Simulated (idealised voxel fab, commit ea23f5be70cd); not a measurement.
The process module presented herein is designated voxel wiring stack.
195 nm wide, 5 nm square cells: that's cross-section cut.
Heads up, the way a cross-section reads in here is a grid of square cells, handed over as bands from the top down, with every band being one or more rows of cells.
This entry defines a band. It first specifies the height of the band's top and the height of its bottom in nm, and then specifies the band's materials from left to right, stating each material with its width in nm. The word "everywhere" identifies a single material that fills the band from edge to edge, while the word "air" identifies empty space.
The level at which height equals 0 is the one under which the wafer, as it arrives, is entirely one material. No lower edge exists for the bottom band, which continues downward and is notated as in "0 down".
The two numbers in a width such as "30 to 40" mark its ends across the band: the first belongs to the top row of cells, the second to the bottom row, and from each row to the next the width moves by the same amount.
"remained unchanged" means the step left every cell of the cross-section as it was.
Heads up: "Enclosed void inventory" only lists the empty pockets with no open path to the top that are 8 cells or more, and it writes them as width x height at distance, distance from the left edge, in nm.
Post-settings text on a step line: simulator's own remark regarding the step.
"overlay nm" on a masked step: distance the mask lay right of its planned place, negative for left.
PLANNED PROCESS STEPS
step 1: RECEIVE (material Si)
step 2: CONFORMAL_DEP (material SiO2; thk nm 15)
step 3: CONFORMAL_DEP (material SiN; thk nm 5)
step 4: DIRECTIONAL_DEP (material lowk; thk nm 25)
step 5: DIRECTIONAL_DEP (material aC; thk nm 15)
step 6: PATTERN (tone open; mask id METAL_1; material resist; width nm 25; pitch nm 55; thk nm 35; overlay nm 0)
step 7: DIRECTIONAL_ETCH (etch materials aC; depth nm 15)
step 8: STRIP (etch materials resist)
step 9: DIRECTIONAL_ETCH (etch materials lowk; depth nm 25)
step 10: DIRECTIONAL_ETCH (etch materials SiN; depth nm 5)
step 11: STRIP (etch materials aC)
step 12: CONFORMAL_DEP (material TiN; thk nm 5)
step 13: FILL_DEP (material Ru; thk nm 5)
step 14: CMP (height nm 45)
step 15: CONFORMAL_DEP (material SiCN; thk nm 5)
step 16: DIRECTIONAL_DEP (material SiO2; thk nm 30)
step 17: PATTERN (tone open; mask id METAL_2; material resist; width nm 25; pitch nm 55; thk nm 15; overlay nm 0)
step 18: DIRECTIONAL_ETCH (etch materials SiO2; depth nm 20)
step 19: STRIP (etch materials resist)
step 20: DIRECTIONAL_DEP (material aC; thk nm 15)
step 21: PATTERN (tone open; mask id METAL_2_HOLES; material resist; width nm 15; pitch nm 55; thk nm 35; overlay nm 0)
step 22: DIRECTIONAL_ETCH (etch materials aC; depth nm 15)
step 23: STRIP (etch materials resist)
step 24: DIRECTIONAL_ETCH (etch materials SiO2; depth nm 10)
step 25: DIRECTIONAL_ETCH (etch materials SiCN; depth nm 5)
step 26: STRIP (etch materials aC)
step 27: CONFORMAL_DEP (material TiN; thk nm 5)
step 28: FILL_DEP (material Cu; thk nm 5)
step 29: CMP (height nm 80)
step 30: CONFORMAL_DEP (material SiCN; thk nm 5)
step 31: DIRECTIONAL_DEP (material SiO2; thk nm 35)
step 32: PATTERN (tone open; mask id METAL_3_HOLES; material resist; width nm 15; thk nm 20; overlay nm 0)
step 33: DIRECTIONAL_ETCH (etch materials SiO2; depth nm 35)
step 34: STRIP (etch materials resist)
step 35: DIRECTIONAL_DEP (material aC; thk nm 15)
step 36: PATTERN (tone open; mask id METAL_3; material resist; width nm 25; pitch nm 55; thk nm 35; overlay nm 0)
step 37: DIRECTIONAL_ETCH (etch materials aC; depth nm 15)
step 38: STRIP (etch materials resist)
step 39: DIRECTIONAL_ETCH (etch materials SiO2; depth nm 20)
step 40: DIRECTIONAL_ETCH (etch materials SiCN; depth nm 5)
step 41: STRIP (etch materials aC)
step 42: CONFORMAL_DEP (material TiN; thk nm 5)
step 43: FILL_DEP (material Cu; thk nm 10)
step 44: CMP (height nm 120)
step 45: CONFORMAL_DEP (material SiCN; thk nm 5)
FIRST WAFER OUT OF TWO, PROCESSED AS PLANNED
WAFER CROSS-SECTION ON RECEIPT, I.E. AFTER STEP 1
    0 down = Si everywhere
    Enclosed void inventory: none
WAFER XSEC, POST STEP 2
    15 to 0 = SiO2 everywhere
    Heights below 0 show no change.
WAFER XSEC, POST STEP 3
    20 to 15 = SiN everywhere
    Heights below 15 show no change.
WAFER XSEC, POST STEP 4
    45 to 20 = lowk everywhere
    Heights below 20 show no change.
WAFER XSEC, POST STEP 5
    60 to 45 = aC everywhere
    Heights below 45 show no change.
WAFER XSEC, POST STEP 6
    95 to 60 = 55 of resist / 25 of air / 30 of resist / 25 of air / 60 of resist
    Heights below 60 show no change.
WAFER XSEC, POST STEP 7
    80 to 60 = 55 of resist / 25 of air / 30 of resist / 25 of air / 60 of resist
    60 to 45 = 55 of aC / 25 of air / 30 of aC / 25 of air / 60 of aC
    Heights below 45 show no change.
WAFER XSEC, POST STEP 8
    60 to 45 = 55 of aC / 25 of air / 30 of aC / 25 of air / 60 of aC
    Heights below 45 show no change.
WAFER XSEC, POST STEP 9
    60 to 45 = 55 of aC / 25 of air / 30 of aC / 25 of air / 60 of aC
    45 to 20 = 55 of lowk / 25 of air / 30 of lowk / 25 of air / 60 of lowk
    Heights below 20 show no change.
WAFER XSEC, POST STEP 10
    60 to 45 = 55 of aC / 25 of air / 30 of aC / 25 of air / 60 of aC
    45 to 20 = 55 of lowk / 25 of air / 30 of lowk / 25 of air / 60 of lowk
    20 to 15 = 55 of SiN / 25 of air / 30 of SiN / 25 of air / 60 of SiN
    Heights below 15 show no change.
WAFER XSEC, POST STEP 11
    45 to 20 = 55 of lowk / 25 of air / 30 of lowk / 25 of air / 60 of lowk
    Heights below 20 show no change.
WAFER XSEC, POST STEP 12
    50 to 45 = 60 of TiN / 15 of air / 40 of TiN / 15 of air / 65 of TiN
    45 to 20 = 55 of lowk / 5 of TiN / 15 of air / 5 of TiN / 30 of lowk / 5 of TiN / 15 of air / 5 of TiN / 60 of lowk
    20 to 15 = 55 of SiN / 25 of TiN / 30 of SiN / 25 of TiN / 60 of SiN
    Heights below 15 show no change.
WAFER XSEC, POST STEP 13
    55 to 50 = Ru everywhere
    50 to 45 = 60 of TiN / 15 of Ru / 40 of TiN / 15 of Ru / 65 of TiN
    45 to 20 = 55 of lowk / 5 of TiN / 15 of Ru / 5 of TiN / 30 of lowk / 5 of TiN / 15 of Ru / 5 of TiN / 60 of lowk
    Heights below 20 show no change.
WAFER XSEC, POST STEP 14
    45 to 20 = 55 of lowk / 5 of TiN / 15 of Ru / 5 of TiN / 30 of lowk / 5 of TiN / 15 of Ru / 5 of TiN / 60 of lowk
    Heights below 20 show no change.
WAFER XSEC, POST STEP 15
    50 to 45 = SiCN everywhere
    Heights below 45 show no change.
WAFER XSEC, POST STEP 16
    80 to 50 = SiO2 everywhere
    Heights below 50 show no change.
WAFER XSEC, POST STEP 17
    95 to 80 = 55 of resist / 25 of air / 30 of resist / 25 of air / 60 of resist
    Heights below 80 show no change.
WAFER XSEC, POST STEP 18
    95 to 80 = 55 of resist / 25 of air / 30 of resist / 25 of air / 60 of resist
    80 to 60 = 55 of SiO2 / 25 of air / 30 of SiO2 / 25 of air / 60 of SiO2
    Heights below 60 show no change.
WAFER XSEC, POST STEP 19
    80 to 60 = 55 of SiO2 / 25 of air / 30 of SiO2 / 25 of air / 60 of SiO2
    Heights below 60 show no change.
WAFER XSEC, POST STEP 20
    95 to 80 = 55 of aC / 25 of air / 30 of aC / 25 of air / 60 of aC
    80 to 75 = 55 of SiO2 / 25 of air / 30 of SiO2 / 25 of air / 60 of SiO2
    75 to 60 = 55 of SiO2 / 25 of aC / 30 of SiO2 / 25 of aC / 60 of SiO2
    Heights below 60 show no change.
WAFER XSEC, POST STEP 21
    130 to 95 = 55 of resist / 15 of air / 40 of resist / 15 of air / 70 of resist
    95 to 80 = 55 of aC / 15 of air / 10 of resist / 30 of aC / 15 of air / 10 of resist / 60 of aC
    80 to 75 = 55 of SiO2 / 15 of air / 10 of resist / 30 of SiO2 / 15 of air / 10 of resist / 60 of SiO2
    Heights below 75 show no change.
WAFER XSEC, POST STEP 22
    115 to 95 = 55 of resist / 15 of air / 40 of resist / 15 of air / 70 of resist
    95 to 80 = 55 of aC / 15 of air / 10 of resist / 30 of aC / 15 of air / 10 of resist / 60 of aC
    80 to 75 = 55 of SiO2 / 15 of air / 10 of resist / 30 of SiO2 / 15 of air / 10 of resist / 60 of SiO2
    75 to 60 = 55 of SiO2 / 15 of air / 10 of aC / 30 of SiO2 / 15 of air / 10 of aC / 60 of SiO2
    Heights below 60 show no change.
WAFER XSEC, POST STEP 23
    95 to 80 = 55 of aC / 25 of air / 30 of aC / 25 of air / 60 of aC
    80 to 75 = 55 of SiO2 / 25 of air / 30 of SiO2 / 25 of air / 60 of SiO2
    Heights below 75 show no change.
WAFER XSEC, POST STEP 24
    95 to 80 = 55 of aC / 25 of air / 30 of aC / 25 of air / 60 of aC
    80 to 75 = 55 of SiO2 / 25 of air / 30 of SiO2 / 25 of air / 60 of SiO2
    75 to 60 = 55 of SiO2 / 15 of air / 10 of aC / 30 of SiO2 / 15 of air / 10 of aC / 60 of SiO2
    60 to 50 = 55 of SiO2 / 15 of air / 40 of SiO2 / 15 of air / 70 of SiO2
    Heights below 50 show no change.
WAFER XSEC, POST STEP 25
    95 to 80 = 55 of aC / 25 of air / 30 of aC / 25 of air / 60 of aC
    80 to 75 = 55 of SiO2 / 25 of air / 30 of SiO2 / 25 of air / 60 of SiO2
    75 to 60 = 55 of SiO2 / 15 of air / 10 of aC / 30 of SiO2 / 15 of air / 10 of aC / 60 of SiO2
    60 to 50 = 55 of SiO2 / 15 of air / 40 of SiO2 / 15 of air / 70 of SiO2
    50 to 45 = 55 of SiCN / 15 of air / 40 of SiCN / 15 of air / 70 of SiCN
    Heights below 45 show no change.
WAFER XSEC, POST STEP 26
    80 to 60 = 55 of SiO2 / 25 of air / 30 of SiO2 / 25 of air / 60 of SiO2
    Heights below 60 show no change.
WAFER XSEC, POST STEP 27
    85 to 80 = 60 of TiN / 15 of air / 40 of TiN / 15 of air / 65 of TiN
    80 to 65 = 55 of SiO2 / 5 of TiN / 15 of air / 5 of TiN / 30 of SiO2 / 5 of TiN / 15 of air / 5 of TiN / 60 of SiO2
    65 to 60 = 55 of SiO2 / 5 of TiN / 5 of air / 15 of TiN / 30 of SiO2 / 5 of TiN / 5 of air / 15 of TiN / 60 of SiO2
    60 to 50 = 55 of SiO2 / 5 of TiN / 5 of air / 5 of TiN / 40 of SiO2 / 5 of TiN / 5 of air / 5 of TiN / 70 of SiO2
    50 to 45 = 55 of SiCN / 15 of TiN / 40 of SiCN / 15 of TiN / 70 of SiCN
    Heights below 45 show no change.
WAFER XSEC, POST STEP 28
    90 to 85 = Cu everywhere
    85 to 80 = 60 of TiN / 15 of Cu / 40 of TiN / 15 of Cu / 65 of TiN
    80 to 65 = 55 of SiO2 / 5 of TiN / 15 of Cu / 5 of TiN / 30 of SiO2 / 5 of TiN / 15 of Cu / 5 of TiN / 60 of SiO2
    65 to 60 = 55 of SiO2 / 5 of TiN / 5 of Cu / 15 of TiN / 30 of SiO2 / 5 of TiN / 5 of Cu / 15 of TiN / 60 of SiO2
    60 to 50 = 55 of SiO2 / 5 of TiN / 5 of Cu / 5 of TiN / 40 of SiO2 / 5 of TiN / 5 of Cu / 5 of TiN / 70 of SiO2
    Heights below 50 show no change.
WAFER XSEC, POST STEP 29
    80 to 65 = 55 of SiO2 / 5 of TiN / 15 of Cu / 5 of TiN / 30 of SiO2 / 5 of TiN / 15 of Cu / 5 of TiN / 60 of SiO2
    Heights below 65 show no change.
WAFER XSEC, POST STEP 30
    85 to 80 = SiCN everywhere
    Heights below 80 show no change.
WAFER XSEC, POST STEP 31
    120 to 85 = SiO2 everywhere
    Heights below 85 show no change.
WAFER XSEC, POST STEP 32
    140 to 120 = 55 of resist / 15 of air / 125 of resist
    Heights below 120 show no change.
WAFER XSEC, POST STEP 33
    140 to 120 = 55 of resist / 15 of air / 125 of resist
    120 to 85 = 55 of SiO2 / 15 of air / 125 of SiO2
    Heights below 85 show no change.
WAFER XSEC, POST STEP 34
    120 to 85 = 55 of SiO2 / 15 of air / 125 of SiO2
    Heights below 85 show no change.
WAFER XSEC, POST STEP 35
    135 to 120 = 55 of aC / 15 of air / 125 of aC
    120 to 100 = 55 of SiO2 / 15 of air / 125 of SiO2
    100 to 85 = 55 of SiO2 / 15 of aC / 125 of SiO2
    Heights below 85 show no change.
WAFER XSEC, POST STEP 36
    170 to 135 = 55 of resist / 25 of air / 30 of resist / 25 of air / 60 of resist
    Heights below 135 show no change.
WAFER XSEC, POST STEP 37
    155 to 135 = 55 of resist / 25 of air / 30 of resist / 25 of air / 60 of resist
    135 to 120 = 55 of aC / 25 of air / 30 of aC / 25 of air / 60 of aC
    120 to 85 = 55 of SiO2 / 15 of air / 125 of SiO2
    Heights below 85 show no change.
WAFER XSEC, POST STEP 38
    135 to 120 = 55 of aC / 25 of air / 30 of aC / 25 of air / 60 of aC
    Heights below 120 show no change.
WAFER XSEC, POST STEP 39
    135 to 120 = 55 of aC / 25 of air / 30 of aC / 25 of air / 60 of aC
    120 to 100 = 55 of SiO2 / 25 of air / 30 of SiO2 / 25 of air / 60 of SiO2
    Heights below 100 show no change.
WAFER XSEC, POST STEP 40
    135 to 120 = 55 of aC / 25 of air / 30 of aC / 25 of air / 60 of aC
    120 to 100 = 55 of SiO2 / 25 of air / 30 of SiO2 / 25 of air / 60 of SiO2
    100 to 85 = 55 of SiO2 / 15 of air / 125 of SiO2
    85 to 80 = 55 of SiCN / 15 of air / 125 of SiCN
    Heights below 80 show no change.
WAFER XSEC, POST STEP 41
    120 to 100 = 55 of SiO2 / 25 of air / 30 of SiO2 / 25 of air / 60 of SiO2
    Heights below 100 show no change.
WAFER XSEC, POST STEP 42
    125 to 120 = 60 of TiN / 15 of air / 40 of TiN / 15 of air / 65 of TiN
    120 to 105 = 55 of SiO2 / 5 of TiN / 15 of air / 5 of TiN / 30 of SiO2 / 5 of TiN / 15 of air / 5 of TiN / 60 of SiO2
    105 to 100 = 55 of SiO2 / 5 of TiN / 5 of air / 15 of TiN / 30 of SiO2 / 25 of TiN / 60 of SiO2
    100 to 85 = 55 of SiO2 / 5 of TiN / 5 of air / 5 of TiN / 125 of SiO2
    85 to 80 = 55 of SiCN / 15 of TiN / 125 of SiCN
    Heights below 80 show no change.
WAFER XSEC, POST STEP 43
    135 to 125 = Cu everywhere
    125 to 120 = 60 of TiN / 15 of Cu / 40 of TiN / 15 of Cu / 65 of TiN
    120 to 105 = 55 of SiO2 / 5 of TiN / 15 of Cu / 5 of TiN / 30 of SiO2 / 5 of TiN / 15 of Cu / 5 of TiN / 60 of SiO2
    105 to 100 = 55 of SiO2 / 5 of TiN / 5 of Cu / 15 of TiN / 30 of SiO2 / 25 of TiN / 60 of SiO2
    100 to 85 = 55 of SiO2 / 5 of TiN / 5 of Cu / 5 of TiN / 125 of SiO2
    Heights below 85 show no change.
WAFER XSEC, POST STEP 44
    120 to 105 = 55 of SiO2 / 5 of TiN / 15 of Cu / 5 of TiN / 30 of SiO2 / 5 of TiN / 15 of Cu / 5 of TiN / 60 of SiO2
    Heights below 105 show no change.
WAFER XSEC, POST STEP 45
    125 to 120 = SiCN everywhere
    Heights below 120 show no change.
WHAT FOLLOWS CONCERNS THE SECOND WAFER, WHICH STARTED OUT LIKE THE FIRST AND WAS MEANT TO FOLLOW THE VERY SAME PLAN; ONE MISTAKE CREPT IN WHEN IT WAS RUN, BUT EVERYTHING UP TO AND INCLUDING STEP 2 IS THE SAME AS FOR THE FIRST WAFER
What the second wafer looks like in cross-section when step 3 should have wrapped up: remained unchanged
WHAT THE SECOND WAFER LOOKS LIKE IN CROSS-SECTION WHEN STEP 4 SHOULD HAVE WRAPPED UP
    40 to 15 = lowk everywhere
    Heights below 15 show no change.
WHAT THE SECOND WAFER LOOKS LIKE IN CROSS-SECTION WHEN STEP 5 SHOULD HAVE WRAPPED UP
    55 to 40 = aC everywhere
    Heights below 40 show no change.
WHAT THE SECOND WAFER LOOKS LIKE IN CROSS-SECTION WHEN STEP 6 SHOULD HAVE WRAPPED UP
    90 to 55 = 55 of resist / 25 of air / 30 of resist / 25 of air / 60 of resist
    Heights below 55 show no change.
WHAT THE SECOND WAFER LOOKS LIKE IN CROSS-SECTION WHEN STEP 7 SHOULD HAVE WRAPPED UP
    75 to 55 = 55 of resist / 25 of air / 30 of resist / 25 of air / 60 of resist
    55 to 40 = 55 of aC / 25 of air / 30 of aC / 25 of air / 60 of aC
    Heights below 40 show no change.
WHAT THE SECOND WAFER LOOKS LIKE IN CROSS-SECTION WHEN STEP 8 SHOULD HAVE WRAPPED UP
    55 to 40 = 55 of aC / 25 of air / 30 of aC / 25 of air / 60 of aC
    Heights below 40 show no change.
WHAT THE SECOND WAFER LOOKS LIKE IN CROSS-SECTION WHEN STEP 9 SHOULD HAVE WRAPPED UP
    55 to 40 = 55 of aC / 25 of air / 30 of aC / 25 of air / 60 of aC
    40 to 15 = 55 of lowk / 25 of air / 30 of lowk / 25 of air / 60 of lowk
    Heights below 15 show no change.
What the second wafer looks like in cross-section when step 10 should have wrapped up: remained unchanged
WHAT THE SECOND WAFER LOOKS LIKE IN CROSS-SECTION WHEN STEP 11 SHOULD HAVE WRAPPED UP
    40 to 15 = 55 of lowk / 25 of air / 30 of lowk / 25 of air / 60 of lowk
    Heights below 15 show no change.
WHAT THE SECOND WAFER LOOKS LIKE IN CROSS-SECTION WHEN STEP 12 SHOULD HAVE WRAPPED UP
    45 to 40 = 60 of TiN / 15 of air / 40 of TiN / 15 of air / 65 of TiN
    40 to 20 = 55 of lowk / 5 of TiN / 15 of air / 5 of TiN / 30 of lowk / 5 of TiN / 15 of air / 5 of TiN / 60 of lowk
    20 to 15 = 55 of lowk / 25 of TiN / 30 of lowk / 25 of TiN / 60 of lowk
    Heights below 15 show no change.
WHAT THE SECOND WAFER LOOKS LIKE IN CROSS-SECTION WHEN STEP 13 SHOULD HAVE WRAPPED UP
    50 to 45 = Ru everywhere
    45 to 40 = 60 of TiN / 15 of Ru / 40 of TiN / 15 of Ru / 65 of TiN
    40 to 20 = 55 of lowk / 5 of TiN / 15 of Ru / 5 of TiN / 30 of lowk / 5 of TiN / 15 of Ru / 5 of TiN / 60 of lowk
    Heights below 20 show no change.
WHAT THE SECOND WAFER LOOKS LIKE IN CROSS-SECTION WHEN STEP 14 SHOULD HAVE WRAPPED UP
    45 to 40 = 60 of TiN / 15 of Ru / 40 of TiN / 15 of Ru / 65 of TiN
    Heights below 40 show no change.
WHAT THE SECOND WAFER LOOKS LIKE IN CROSS-SECTION WHEN STEP 15 SHOULD HAVE WRAPPED UP
    50 to 45 = SiCN everywhere
    Heights below 45 show no change.
WHAT THE SECOND WAFER LOOKS LIKE IN CROSS-SECTION WHEN STEP 16 SHOULD HAVE WRAPPED UP
    80 to 50 = SiO2 everywhere
    Heights below 50 show no change.
WHAT THE SECOND WAFER LOOKS LIKE IN CROSS-SECTION WHEN STEP 17 SHOULD HAVE WRAPPED UP
    95 to 80 = 55 of resist / 25 of air / 30 of resist / 25 of air / 60 of resist
    Heights below 80 show no change.
WHAT THE SECOND WAFER LOOKS LIKE IN CROSS-SECTION WHEN STEP 18 SHOULD HAVE WRAPPED UP
    95 to 80 = 55 of resist / 25 of air / 30 of resist / 25 of air / 60 of resist
    80 to 60 = 55 of SiO2 / 25 of air / 30 of SiO2 / 25 of air / 60 of SiO2
    Heights below 60 show no change.
WHAT THE SECOND WAFER LOOKS LIKE IN CROSS-SECTION WHEN STEP 19 SHOULD HAVE WRAPPED UP
    80 to 60 = 55 of SiO2 / 25 of air / 30 of SiO2 / 25 of air / 60 of SiO2
    Heights below 60 show no change.
WHAT THE SECOND WAFER LOOKS LIKE IN CROSS-SECTION WHEN STEP 20 SHOULD HAVE WRAPPED UP
    95 to 80 = 55 of aC / 25 of air / 30 of aC / 25 of air / 60 of aC
    80 to 75 = 55 of SiO2 / 25 of air / 30 of SiO2 / 25 of air / 60 of SiO2
    75 to 60 = 55 of SiO2 / 25 of aC / 30 of SiO2 / 25 of aC / 60 of SiO2
    Heights below 60 show no change.
WHAT THE SECOND WAFER LOOKS LIKE IN CROSS-SECTION WHEN STEP 21 SHOULD HAVE WRAPPED UP
    130 to 95 = 55 of resist / 15 of air / 40 of resist / 15 of air / 70 of resist
    95 to 80 = 55 of aC / 15 of air / 10 of resist / 30 of aC / 15 of air / 10 of resist / 60 of aC
    80 to 75 = 55 of SiO2 / 15 of air / 10 of resist / 30 of SiO2 / 15 of air / 10 of resist / 60 of SiO2
    Heights below 75 show no change.
WHAT THE SECOND WAFER LOOKS LIKE IN CROSS-SECTION WHEN STEP 22 SHOULD HAVE WRAPPED UP
    115 to 95 = 55 of resist / 15 of air / 40 of resist / 15 of air / 70 of resist
    95 to 80 = 55 of aC / 15 of air / 10 of resist / 30 of aC / 15 of air / 10 of resist / 60 of aC
    80 to 75 = 55 of SiO2 / 15 of air / 10 of resist / 30 of SiO2 / 15 of air / 10 of resist / 60 of SiO2
    75 to 60 = 55 of SiO2 / 15 of air / 10 of aC / 30 of SiO2 / 15 of air / 10 of aC / 60 of SiO2
    Heights below 60 show no change.
WHAT THE SECOND WAFER LOOKS LIKE IN CROSS-SECTION WHEN STEP 23 SHOULD HAVE WRAPPED UP
    95 to 80 = 55 of aC / 25 of air / 30 of aC / 25 of air / 60 of aC
    80 to 75 = 55 of SiO2 / 25 of air / 30 of SiO2 / 25 of air / 60 of SiO2
    Heights below 75 show no change.
WHAT THE SECOND WAFER LOOKS LIKE IN CROSS-SECTION WHEN STEP 24 SHOULD HAVE WRAPPED UP
    95 to 80 = 55 of aC / 25 of air / 30 of aC / 25 of air / 60 of aC
    80 to 75 = 55 of SiO2 / 25 of air / 30 of SiO2 / 25 of air / 60 of SiO2
    75 to 60 = 55 of SiO2 / 15 of air / 10 of aC / 30 of SiO2 / 15 of air / 10 of aC / 60 of SiO2
    60 to 50 = 55 of SiO2 / 15 of air / 40 of SiO2 / 15 of air / 70 of SiO2
    Heights below 50 show no change.
WHAT THE SECOND WAFER LOOKS LIKE IN CROSS-SECTION WHEN STEP 25 SHOULD HAVE WRAPPED UP
    95 to 80 = 55 of aC / 25 of air / 30 of aC / 25 of air / 60 of aC
    80 to 75 = 55 of SiO2 / 25 of air / 30 of SiO2 / 25 of air / 60 of SiO2
    75 to 60 = 55 of SiO2 / 15 of air / 10 of aC / 30 of SiO2 / 15 of air / 10 of aC / 60 of SiO2
    60 to 50 = 55 of SiO2 / 15 of air / 40 of SiO2 / 15 of air / 70 of SiO2
    50 to 45 = 55 of SiCN / 15 of air / 40 of SiCN / 15 of air / 70 of SiCN
    Heights below 45 show no change.
WHAT THE SECOND WAFER LOOKS LIKE IN CROSS-SECTION WHEN STEP 26 SHOULD HAVE WRAPPED UP
    80 to 60 = 55 of SiO2 / 25 of air / 30 of SiO2 / 25 of air / 60 of SiO2
    Heights below 60 show no change.
WHAT THE SECOND WAFER LOOKS LIKE IN CROSS-SECTION WHEN STEP 27 SHOULD HAVE WRAPPED UP
    85 to 80 = 60 of TiN / 15 of air / 40 of TiN / 15 of air / 65 of TiN
    80 to 65 = 55 of SiO2 / 5 of TiN / 15 of air / 5 of TiN / 30 of SiO2 / 5 of TiN / 15 of air / 5 of TiN / 60 of SiO2
    65 to 60 = 55 of SiO2 / 5 of TiN / 5 of air / 15 of TiN / 30 of SiO2 / 5 of TiN / 5 of air / 15 of TiN / 60 of SiO2
    60 to 50 = 55 of SiO2 / 5 of TiN / 5 of air / 5 of TiN / 40 of SiO2 / 5 of TiN / 5 of air / 5 of TiN / 70 of SiO2
    50 to 45 = 55 of SiCN / 15 of TiN / 40 of SiCN / 15 of TiN / 70 of SiCN
    Heights below 45 show no change.
WHAT THE SECOND WAFER LOOKS LIKE IN CROSS-SECTION WHEN STEP 28 SHOULD HAVE WRAPPED UP
    90 to 85 = Cu everywhere
    85 to 80 = 60 of TiN / 15 of Cu / 40 of TiN / 15 of Cu / 65 of TiN
    80 to 65 = 55 of SiO2 / 5 of TiN / 15 of Cu / 5 of TiN / 30 of SiO2 / 5 of TiN / 15 of Cu / 5 of TiN / 60 of SiO2
    65 to 60 = 55 of SiO2 / 5 of TiN / 5 of Cu / 15 of TiN / 30 of SiO2 / 5 of TiN / 5 of Cu / 15 of TiN / 60 of SiO2
    60 to 50 = 55 of SiO2 / 5 of TiN / 5 of Cu / 5 of TiN / 40 of SiO2 / 5 of TiN / 5 of Cu / 5 of TiN / 70 of SiO2
    Heights below 50 show no change.
WHAT THE SECOND WAFER LOOKS LIKE IN CROSS-SECTION WHEN STEP 29 SHOULD HAVE WRAPPED UP
    80 to 65 = 55 of SiO2 / 5 of TiN / 15 of Cu / 5 of TiN / 30 of SiO2 / 5 of TiN / 15 of Cu / 5 of TiN / 60 of SiO2
    Heights below 65 show no change.
WHAT THE SECOND WAFER LOOKS LIKE IN CROSS-SECTION WHEN STEP 30 SHOULD HAVE WRAPPED UP
    85 to 80 = SiCN everywhere
    Heights below 80 show no change.
WHAT THE SECOND WAFER LOOKS LIKE IN CROSS-SECTION WHEN STEP 31 SHOULD HAVE WRAPPED UP
    120 to 85 = SiO2 everywhere
    Heights below 85 show no change.
WHAT THE SECOND WAFER LOOKS LIKE IN CROSS-SECTION WHEN STEP 32 SHOULD HAVE WRAPPED UP
    140 to 120 = 55 of resist / 15 of air / 125 of resist
    Heights below 120 show no change.
WHAT THE SECOND WAFER LOOKS LIKE IN CROSS-SECTION WHEN STEP 33 SHOULD HAVE WRAPPED UP
    140 to 120 = 55 of resist / 15 of air / 125 of resist
    120 to 85 = 55 of SiO2 / 15 of air / 125 of SiO2
    Heights below 85 show no change.
WHAT THE SECOND WAFER LOOKS LIKE IN CROSS-SECTION WHEN STEP 34 SHOULD HAVE WRAPPED UP
    120 to 85 = 55 of SiO2 / 15 of air / 125 of SiO2
    Heights below 85 show no change.
WHAT THE SECOND WAFER LOOKS LIKE IN CROSS-SECTION WHEN STEP 35 SHOULD HAVE WRAPPED UP
    135 to 120 = 55 of aC / 15 of air / 125 of aC
    120 to 100 = 55 of SiO2 / 15 of air / 125 of SiO2
    100 to 85 = 55 of SiO2 / 15 of aC / 125 of SiO2
    Heights below 85 show no change.
WHAT THE SECOND WAFER LOOKS LIKE IN CROSS-SECTION WHEN STEP 36 SHOULD HAVE WRAPPED UP
    170 to 135 = 55 of resist / 25 of air / 30 of resist / 25 of air / 60 of resist
    Heights below 135 show no change.
WHAT THE SECOND WAFER LOOKS LIKE IN CROSS-SECTION WHEN STEP 37 SHOULD HAVE WRAPPED UP
    155 to 135 = 55 of resist / 25 of air / 30 of resist / 25 of air / 60 of resist
    135 to 120 = 55 of aC / 25 of air / 30 of aC / 25 of air / 60 of aC
    120 to 85 = 55 of SiO2 / 15 of air / 125 of SiO2
    Heights below 85 show no change.
WHAT THE SECOND WAFER LOOKS LIKE IN CROSS-SECTION WHEN STEP 38 SHOULD HAVE WRAPPED UP
    135 to 120 = 55 of aC / 25 of air / 30 of aC / 25 of air / 60 of aC
    Heights below 120 show no change.
WHAT THE SECOND WAFER LOOKS LIKE IN CROSS-SECTION WHEN STEP 39 SHOULD HAVE WRAPPED UP
    135 to 120 = 55 of aC / 25 of air / 30 of aC / 25 of air / 60 of aC
    120 to 100 = 55 of SiO2 / 25 of air / 30 of SiO2 / 25 of air / 60 of SiO2
    Heights below 100 show no change.
WHAT THE SECOND WAFER LOOKS LIKE IN CROSS-SECTION WHEN STEP 40 SHOULD HAVE WRAPPED UP
    135 to 120 = 55 of aC / 25 of air / 30 of aC / 25 of air / 60 of aC
    120 to 100 = 55 of SiO2 / 25 of air / 30 of SiO2 / 25 of air / 60 of SiO2
    100 to 85 = 55 of SiO2 / 15 of air / 125 of SiO2
    85 to 80 = 55 of SiCN / 15 of air / 125 of SiCN
    Heights below 80 show no change.
WHAT THE SECOND WAFER LOOKS LIKE IN CROSS-SECTION WHEN STEP 41 SHOULD HAVE WRAPPED UP
    120 to 100 = 55 of SiO2 / 25 of air / 30 of SiO2 / 25 of air / 60 of SiO2
    Heights below 100 show no change.
WHAT THE SECOND WAFER LOOKS LIKE IN CROSS-SECTION WHEN STEP 42 SHOULD HAVE WRAPPED UP
    125 to 120 = 60 of TiN / 15 of air / 40 of TiN / 15 of air / 65 of TiN
    120 to 105 = 55 of SiO2 / 5 of TiN / 15 of air / 5 of TiN / 30 of SiO2 / 5 of TiN / 15 of air / 5 of TiN / 60 of SiO2
    105 to 100 = 55 of SiO2 / 5 of TiN / 5 of air / 15 of TiN / 30 of SiO2 / 25 of TiN / 60 of SiO2
    100 to 85 = 55 of SiO2 / 5 of TiN / 5 of air / 5 of TiN / 125 of SiO2
    85 to 80 = 55 of SiCN / 15 of TiN / 125 of SiCN
    Heights below 80 show no change.
WHAT THE SECOND WAFER LOOKS LIKE IN CROSS-SECTION WHEN STEP 43 SHOULD HAVE WRAPPED UP
    135 to 125 = Cu everywhere
    125 to 120 = 60 of TiN / 15 of Cu / 40 of TiN / 15 of Cu / 65 of TiN
    120 to 105 = 55 of SiO2 / 5 of TiN / 15 of Cu / 5 of TiN / 30 of SiO2 / 5 of TiN / 15 of Cu / 5 of TiN / 60 of SiO2
    105 to 100 = 55 of SiO2 / 5 of TiN / 5 of Cu / 15 of TiN / 30 of SiO2 / 25 of TiN / 60 of SiO2
    100 to 85 = 55 of SiO2 / 5 of TiN / 5 of Cu / 5 of TiN / 125 of SiO2
    Heights below 85 show no change.
WHAT THE SECOND WAFER LOOKS LIKE IN CROSS-SECTION WHEN STEP 44 SHOULD HAVE WRAPPED UP
    120 to 105 = 55 of SiO2 / 5 of TiN / 15 of Cu / 5 of TiN / 30 of SiO2 / 5 of TiN / 15 of Cu / 5 of TiN / 60 of SiO2
    Heights below 105 show no change.
WHAT THE SECOND WAFER LOOKS LIKE IN CROSS-SECTION WHEN STEP 45 SHOULD HAVE WRAPPED UP
    125 to 120 = SiCN everywhere
    Heights below 120 show no change.
In executing the process, a mistake was made relative to the plan: not run: step 3 of the plan (skipped)
End check, counted in cells, second wafer has more or fewer of these materials than the first: SiN: 29 fewer | TiN: 29 more
